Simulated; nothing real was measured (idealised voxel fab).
Process module in this document: voxel fin reveal
Cross-section cut: width 295 nm, square cells of 5 nm.
Cross-section format: a grid of square cells, given as bands from top to bottom; each band is one or more rows of cells.
It is stipulated that each band's entry specify, in nanometres, the height of the top of the band and then that of its bottom, followed by the materials of the band in left-to-right sequence, each together with its width in nanometres. A single material marked by the word "full width" is understood to fill the band from edge to edge; the word "blank" is understood to denote empty space.
Note: height 0 marks the level under which the wafer is uniformly one material as received. Lowest band unbounded below, written "0 and below".
Width spec "30 to 40" -> top row of cells at first value, bottom row at second value, equal per-row change in between.
Basically "no modification" means that step didn't change any cell in the cross-section.
Each empty space that has no open way to the top and spans at least 8 cells appears under "Unvented internal voids" as width x height at distance, the distance counted from the left edge, all in nm.
What comes after the settings on a step's line is commentary from the simulator itself on that step.
The setting "overlay nm" may be written on the line of a step. When the step uses a mask, the value reports how far to the right of the planned place the mask lay, and a negative value reports that it lay to the left.
Note on reading: below, each pair holds a cross-section from before one process step and one from after it; the one from after shows only down to the lowest band that changed. Beneath the pair, the step in between is stated along with its settings. The pairs can stem from different runs of this module on the same starting wafer. Where a pair's entry headed "Status quo ante" says so, and only there, that pair continues from the pair above it.
## Status quo ante
  0 and below = Si full width
  Unvented internal voids: none
## Structure After Step
  10 down to 0 = SiN full width
  Below a height of 0, the structure has not been altered.
  Unvented internal voids: none
Q: step between the cross-sections above? A: CONFORMAL_DEP with material SiN, thk nm 10
Status quo ante: the state before this step is the cross-section shown after the step in the pair just above.
## Structure After Step
  10 down to 0 = blank (115), SiN (15), blank (30), SiN (15), blank (120)
  Below a height of 0, the structure has not been altered.
  Unvented internal voids: none
Q: step between the cross-sections above? A: MASKED_ETCH with tone cover, mask id FINS, width nm 15, pitch nm 45, etch materials SiN, depth nm 10, overlay nm 0
Status quo ante: the state before this step is the cross-section shown after the step in the pair just above.
## Structure After Step
  10 down to 0 = blank (115), SiN (15), blank (30), SiN (15), blank (120)
  0 down to -40 = blank (115), Si (15), blank (30), Si (15), blank (120)
  Below a height of -40, the structure has not been altered.
  Unvented internal voids: none
Q: step between the cross-sections above? A: MASKED_ETCH with tone cover, mask id FINS, width nm 15, pitch nm 45, etch materials Si, depth nm 40, overlay nm 0
Status quo ante: the state before this step is the cross-section shown after the step in the pair just above.
## Structure After Step
  10 down to 0 = blank (115), SiN (15), blank (30), SiN (15), blank (120)
  0 down to -40 = blank (115), SiO2 (5), Si (5), SiO2 (5), blank (30), SiO2 (5), Si (5), SiO2 (5), blank (120)
  -40 down to -45 = SiO2 (120), Si (5), SiO2 (40), Si (5), SiO2 (125)
  Below a height of -45, the structure has not been altered.
  Unvented internal voids: none
Q: step between the cross-sections above? A: OXIDIZE with depth nm 5
Status quo ante: the state before this step is the cross-section shown after the step in the pair just above.
## Structure After Step
  25 down to 10 = SiO2 full width
  10 down to 0 = SiO2 (115), SiN (15), SiO2 (30), SiN (15), SiO2 (120)
  0 down to -45 = SiO2 (120), Si (5), SiO2 (40), Si (5), SiO2 (125)
  Below a height of -45, the structure has not been altered.
  Unvented internal voids: none
Q: step between the cross-sections above? A: FILL_DEP with material SiO2, thk nm 15
Status quo ante: the state before this step is the cross-section shown after the step in the pair just above.
## Structure After Step
  10 down to 0 = SiO2 (115), SiN (15), SiO2 (30), SiN (15), SiO2 (120)
  Below a height of 0, the structure has not been altered.
  Unvented internal voids: none
Q: step between the cross-sections above? A: CMP with height nm 10
Status quo ante: the state before this step is the cross-section shown after the step in the pair just above.
## Structure After Step
  10 down to 0 = blank (115), SiN (15), blank (30), SiN (15), blank (120)
  0 down to -15 = blank (120), Si (5), blank (40), Si (5), blank (125)
  Below a height of -15, the structure has not been altered.
  Unvented internal voids: none
Q: step between the cross-sections above? A: SELECTIVE_ETCH with etch materials SiO2, depth nm 25
Status quo ante: the state before this step is the cross-section shown after the step in the pair just above.
## Structure After Step
  0 down to -15 = blank (120), Si (5), blank (40), Si (5), blank (125)
  Below a height of -15, the structure has not been altered.
  Unvented internal voids: none
Q: step between the cross-sections above? A: STRIP with etch materials SiN
## Status quo ante
  0 and below = Si full width
  Unvented internal voids: none
## Structure After Step
  0 down to -40 = blank (115), Si (15), blank (30), Si (15), blank (120)
  Below a height of -40, the structure has not been altered.
  Unvented internal voids: none
Q: step between the cross-sections above? A: MASKED_ETCH with tone cover, mask id FINS, width nm 15, pitch nm 45, etch materials Si, depth nm 40, overlay nm 0
Status quo ante: the state before this step is the cross-section shown after the step in the pair just above.
## Structure After Step
  0 down to -5 = blank (115), SiO2 (15), blank (30), SiO2 (15), blank (120)
  -5 down to -40 = blank (115), SiO2 (5), Si (5), SiO2 (5), blank (30), SiO2 (5), Si (5), SiO2 (5), blank (120)
  -40 down to -45 = SiO2 (120), Si (5), SiO2 (40), Si (5), SiO2 (125)
  Below a height of -45, the structure has not been altered.
  Unvented internal voids: none
Q: step between the cross-sections above? A: OXIDIZE with depth nm 5
Status quo ante: the state before this step is the cross-section shown after the step in the pair just above.
## Structure After Step
  15 down to -5 = SiO2 full width
  -5 down to -45 = SiO2 (120), Si (5), SiO2 (40), Si (5), SiO2 (125)
  Below a height of -45, the structure has not been altered.
  Unvented internal voids: none
Q: step between the cross-sections above? A: FILL_DEP with material SiO2, thk nm 15
Status quo ante: the state before this step is the cross-section shown after the step in the pair just above.
## Structure After Step
  10 down to -5 = SiO2 full width
  Below a height of -5, the structure has not been altered.
  Unvented internal voids: none
Q: step between the cross-sections above? A: CMP with height nm 10
Status quo ante: the state before this step is the cross-section shown after the step in the pair just above.
## Structure After Step
  -5 down to -15 = blank (120), Si (5), blank (40), Si (5), blank (125)
  Below a height of -15, the structure has not been altered.
  Unvented internal voids: none
Q: step between the cross-sections above? A: SELECTIVE_ETCH with etch materials SiO2, depth nm 25
## Status quo ante
  10 down to 0 = blank (115), SiN (15), blank (30), SiN (15), blank (120)
  0 down to -15 = blank (120), Si (5), blank (40), Si (5), blank (125)
  -15 down to -45 = SiO2 (120), Si (5), SiO2 (40), Si (5), SiO2 (125)
  -45 and below = Si full width
  Unvented internal voids: none
## Structure After Step
  10 down to 0 = blank (115), SiN (15), blank (30), SiN (15), blank (120)
  0 down to -40 = blank (120), Si (5), blank (40), Si (5), blank (125)
  Below a height of -40, the structure has not been altered.
  Unvented internal voids: none
Q: step between the cross-sections above? A: SELECTIVE_ETCH with etch materials SiO2, depth nm 25
Status quo ante: the state before this step is the cross-section shown after the step in the pair just above.
## Structure After Step
  0 down to -40 = blank (120), Si (5), blank (40), Si (5), blank (125)
  Below a height of -40, the structure has not been altered.
  Unvented internal voids: none
Q: step between the cross-sections above? A: STRIP with etch materials SiN
## Status quo ante
  10 down to 0 = SiO2 (115), SiN (15), SiO2 (30), SiN (15), SiO2 (120)
  0 down to -45 = SiO2 (120), Si (5), SiO2 (40), Si (5), SiO2 (125)
  -45 and below = Si full width
  Unvented internal voids: none
## Structure After Step
  10 down to 0 = SiO2 (115), blank (15), SiO2 (30), blank (15), SiO2 (120)
  Below a height of 0, the structure has not been altered.
  Unvented internal voids: none
Q: step between the cross-sections above? A: STRIP with etch materials SiN
Status quo ante: the state before this step is the cross-section shown after the step in the pair just above.
## Structure After Step
  0 down to -15 = blank (120), Si (5), blank (40), Si (5), blank (125)
  -15 down to -25 = SiO2 (90), blank (30), Si (5), blank (40), Si (5), blank (30), SiO2 (95)
  Below a height of -25, the structure has not been altered.
  Unvented internal voids: none
Q: step between the cross-sections above? A: SELECTIVE_ETCH with etch materials SiO2, depth nm 25
## Status quo ante
  10 down to 0 = blank (115), SiN (15), blank (30), SiN (15), blank (120)
  0 and below = Si full width
  Unvented internal voids: none
## Structure After Step
  10 down to 0 = blank (115), SiN (15), blank (30), SiN (15), blank (120)
  0 down to -45 = blank (115), Si (15), blank (30), Si (15), blank (120)
  Below a height of -45, the structure has not been altered.
  Unvented internal voids: none
Q: step between the cross-sections above? A: MASKED_ETCH with tone cover, mask id FINS, width nm 15, pitch nm 45, etch materials Si, depth nm 45, overlay nm 0
Status quo ante: the state before this step is the cross-section shown after the step in the pair just above.
## Structure After Step
  10 down to 0 = blank (115), SiN (15), blank (30), SiN (15), blank (120)
  0 down to -45 = blank (115), SiO2 (5), Si (5), SiO2 (5), blank (30), SiO2 (5), Si (5), SiO2 (5), blank (120)
  -45 down to -50 = SiO2 (120), Si (5), SiO2 (40), Si (5), SiO2 (125)
  Below a height of -50, the structure has not been altered.
  Unvented internal voids: none
Q: step between the cross-sections above? A: OXIDIZE with depth nm 5
Status quo ante: the state before this step is the cross-section shown after the step in the pair just above.
## Structure After Step
  25 down to 10 = SiO2 full width
  10 down to 0 = SiO2 (115), SiN (15), SiO2 (30), SiN (15), SiO2 (120)
  0 down to -50 = SiO2 (120), Si (5), SiO2 (40), Si (5), SiO2 (125)
  Below a height of -50, the structure has not been altered.
  Unvented internal voids: none
Q: step between the cross-sections above? A: FILL_DEP with material SiO2, thk nm 15
Status quo ante: the state before this step is the cross-section shown after the step in the pair just above.
## Structure After Step
  10 down to 0 = SiO2 (115), SiN (15), SiO2 (30), SiN (15), SiO2 (120)
  Below a height of 0, the structure has not been altered.
  Unvented internal voids: none
Q: step between the cross-sections above? A: CMP with height nm 10
Status quo ante: the state before this step is the cross-section shown after the step in the pair just above.
## Structure After Step
  10 down to 0 = blank (115), SiN (15), blank (30), SiN (15), blank (120)
  0 down to -15 = blank (120), Si (5), blank (40), Si (5), blank (125)
  Below a height of -15, the structure has not been altered.
  Unvented internal voids: none
Q: step between the cross-sections above? A: SELECTIVE_ETCH with etch materials SiO2, depth nm 25
Status quo ante: the state before this step is the cross-section shown after the step in the pair just above.
## Structure After Step
  0 down to -15 = blank (120), Si (5), blank (40), Si (5), blank (125)
  Below a height of -15, the structure has not been altered.
  Unvented internal voids: none
Q: step between the cross-sections above? A: STRIP with etch materials SiN
## Status quo ante
  10 down to 0 = SiN full width
  0 and below = Si full width
  Unvented internal voids: none
## Structure After Step
  10 down to 0 = blank (115), SiN (20), blank (25), SiN (20), blank (115)
  Below a height of 0, the structure has not been altered.
  Unvented internal voids: none
Q: step between the cross-sections above? A: MASKED_ETCH with tone cover, mask id FINS, width nm 20, pitch nm 45, etch materials SiN, depth nm 10, overlay nm 0
Status quo ante: the state before this step is the cross-section shown after the step in the pair just above.
## Structure After Step
  10 down to 0 = blank (115), SiN (20), blank (25), SiN (20), blank (115)
  0 down to -40 = blank (115), Si (20), blank (25), Si (20), blank (115)
  Below a height of -40, the structure has not been altered.
  Unvented internal voids: none
Q: step between the cross-sections above? A: MASKED_ETCH with tone cover, mask id FINS, width nm 15, pitch nm 45, etch materials Si, depth nm 40, overlay nm 0
Status quo ante: the state before this step is the cross-section shown after the step in the pair just above.
## Structure After Step
  10 down to 0 = blank (115), SiN (20), blank (25), SiN (20), blank (115)
  0 down to -40 = blank (115), SiO2 (5), Si (10), SiO2 (5), blank (25), SiO2 (5), Si (10), SiO2 (5), blank (115)
  -40 down to -45 = SiO2 (120), Si (10), SiO2 (35), Si (10), SiO2 (120)
  Below a height of -45, the structure has not been altered.
  Unvented internal voids: none
Q: step between the cross-sections above? A: OXIDIZE with depth nm 5
Status quo ante: the state before this step is the cross-section shown after the step in the pair just above.
## Structure After Step
  25 down to 10 = SiO2 full width
  10 down to 0 = SiO2 (115), SiN (20), SiO2 (25), SiN (20), SiO2 (115)
  0 down to -45 = SiO2 (120), Si (10), SiO2 (35), Si (10), SiO2 (120)
  Below a height of -45, the structure has not been altered.
  Unvented internal voids: none
Q: step between the cross-sections above? A: FILL_DEP with material SiO2, thk nm 15
Status quo ante: the state before this step is the cross-section shown after the step in the pair just above.
## Structure After Step
  10 down to 0 = SiO2 (115), SiN (20), SiO2 (25), SiN (20), SiO2 (115)
  Below a height of 0, the structure has not been altered.
  Unvented internal voids: none
Q: step between the cross-sections above? A: CMP with height nm 10
Status quo ante: the state before this step is the cross-section shown after the step in the pair just above.
## Structure After Step
  10 down to 0 = blank (115), SiN (20), blank (25), SiN (20), blank (115)
  0 down to -15 = blank (120), Si (10), blank (35), Si (10), blank (120)
  Below a height of -15, the structure has not been altered.
  Unvented internal voids: none
Q: step between the cross-sections above? A: SELECTIVE_ETCH with etch materials SiO2, depth nm 25
Status quo ante: the state before this step is the cross-section shown after the step in the pair just above.
## Structure After Step
  0 down to -15 = blank (120), Si (10), blank (35), Si (10), blank (120)
  Below a height of -15, the structure has not been altered.
  Unvented internal voids: none
Q: step between the cross-sections above? A: STRIP with etch materials SiN
## Status quo ante
  10 down to 0 = blank (115), SiN (15), blank (30), SiN (15), blank (120)
  0 and below = Si full width
  Unvented internal voids: none
## Structure After Step
  10 down to 0 = blank (115), SiN (15), blank (30), SiN (15), blank (120)
  0 down to -40 = blank (105), Si (25), blank (20), Si (25), blank (120)
  Below a height of -40, the structure has not been altered.
  Unvented internal voids: none
Q: step between the cross-sections above? A: MASKED_ETCH with tone cover, mask id FINS, width nm 15, pitch nm 45, etch materials Si, depth nm 40, overlay nm -10
Status quo ante: the state before this step is the cross-section shown after the step in the pair just above.
## Structure After Step
  10 down to 0 = blank (115), SiN (15), blank (30), SiN (15), blank (120)
  0 down to -5 = blank (105), SiO2 (15), Si (5), SiO2 (5), blank (20), SiO2 (15), Si (5), SiO2 (5), blank (120)
  -5 down to -40 = blank (105), SiO2 (5), Si (15), SiO2 (5), blank (20), SiO2 (5), Si (15), SiO2 (5), blank (120)
  -40 down to -45 = SiO2 (110), Si (15), SiO2 (30), Si (15), SiO2 (125)
  Below a height of -45, the structure has not been altered.
  Unvented internal voids: none
Q: step between the cross-sections above? A: OXIDIZE with depth nm 5
Status quo ante: the state before this step is the cross-section shown after the step in the pair just above.
## Structure After Step
  25 down to 10 = SiO2 full width
  10 down to 0 = SiO2 (115), SiN (15), SiO2 (30), SiN (15), SiO2 (120)
  0 down to -5 = SiO2 (120), Si (5), SiO2 (40), Si (5), SiO2 (125)
  -5 down to -45 = SiO2 (110), Si (15), SiO2 (30), Si (15), SiO2 (125)
  Below a height of -45, the structure has not been altered.
  Unvented internal voids: none
Q: step between the cross-sections above? A: FILL_DEP with material SiO2, thk nm 15
Status quo ante: the state before this step is the cross-section shown after the step in the pair just above.
## Structure After Step
  10 down to 0 = SiO2 (115), SiN (15), SiO2 (30), SiN (15), SiO2 (120)
  Below a height of 0, the structure has not been altered.
  Unvented internal voids: none
Q: step between the cross-sections above? A: CMP with height nm 10
Status quo ante: the state before this step is the cross-section shown after the step in the pair just above.
## Structure After Step
  10 down to 0 = blank (115), SiN (15), blank (30), SiN (15), blank (120)
  0 down to -5 = blank (120), Si (5), blank (40), Si (5), blank (125)
  -5 down to -15 = blank (110), Si (15), blank (30), Si (15), blank (125)
  Below a height of -15, the structure has not been altered.
  Unvented internal voids: none
Q: step between the cross-sections above? A: SELECTIVE_ETCH with etch materials SiO2, depth nm 25
Status quo ante: the state before this step is the cross-section shown after the step in the pair just above.
## Structure After Step
  0 down to -5 = blank (120), Si (5), blank (40), Si (5), blank (125)
  Below a height of -5, the structure has not been altered.
  Unvented internal voids: none
Q: step between the cross-sections above? A: STRIP with etch materials SiN
## Status quo ante
  10 down to 0 = blank (115), SiN (15), blank (30), SiN (15), blank (120)
  0 down to -15 = blank (120), Si (5), blank (40), Si (5), blank (125)
  -15 down to -45 = SiO2 (120), Si (5), SiO2 (40), Si (5), SiO2 (125)
  -45 and below = Si full width
  Unvented internal voids: none
## Structure After Step
  10 down to 0 = blank (115), SiN (15), blank (30), SiN (15), blank (120)
  0 down to -45 = blank (120), Si (5), blank (40), Si (5), blank (125)
  Below a height of -45, the structure has not been altered.
  Unvented internal voids: none
Q: step between the cross-sections above? A: STRIP with etch materials SiO2
## Status quo ante
  10 down to 0 = SiN full width
  0 and below = Si full width
  Unvented internal voids: none
## Structure After Step
  10 down to 0 = SiN (115), blank (15), SiN (30), blank (15), SiN (120)
  Below a height of 0, the structure has not been altered.
  Unvented internal voids: none
Q: step between the cross-sections above? A: MASKED_ETCH with tone open, mask id FINS, width nm 15, pitch nm 45, etch materials SiN, depth nm 10, overlay nm 0
Status quo ante: the state before this step is the cross-section shown after the step in the pair just above.
## Structure After Step
  10 down to 0 = SiN (115), blank (15), SiN (30), blank (15), SiN (120)
  0 down to -5 = Si (110), SiO2 (25), Si (20), SiO2 (25), Si (115)
  Below a height of -5, the structure has not been altered.
  Unvented internal voids: none
Q: step between the cross-sections above? A: OXIDIZE with depth nm 5
Status quo ante: the state before this step is the cross-section shown after the step in the pair just above.
## Structure After Step
  25 down to 10 = SiO2 full width
  10 down to 0 = SiN (115), SiO2 (15), SiN (30), SiO2 (15), SiN (120)
  Below a height of 0, the structure has not been altered.
  Unvented internal voids: none
Q: step between the cross-sections above? A: FILL_DEP with material SiO2, thk nm 15
Status quo ante: the state before this step is the cross-section shown after the step in the pair just above.
## Structure After Step
  10 down to 0 = SiN (115), SiO2 (15), SiN (30), SiO2 (15), SiN (120)
  Below a height of 0, the structure has not been altered.
  Unvented internal voids: none
Q: step between the cross-sections above? A: CMP with height nm 10
Status quo ante: the state before this step is the cross-section shown after the step in the pair just above.
## Structure After Step
  10 down to 0 = SiN (115), blank (15), SiN (30), blank (15), SiN (120)
  0 down to -5 = Si (110), blank (25), Si (20), blank (25), Si (115)
  Below a height of -5, the structure has not been altered.
  Unvented internal voids: none
Q: step between the cross-sections above? A: SELECTIVE_ETCH with etch materials SiO2, depth nm 25
Status quo ante: the state before this step is the cross-section shown after the step in the pair just above.
## Structure After Step
  0 down to -5 = Si (110), blank (25), Si (20), blank (25), Si (115)
  Below a height of -5, the structure has not been altered.
  Unvented internal voids: none
Q: step between the cross-sections above? A: STRIP with etch materials SiN
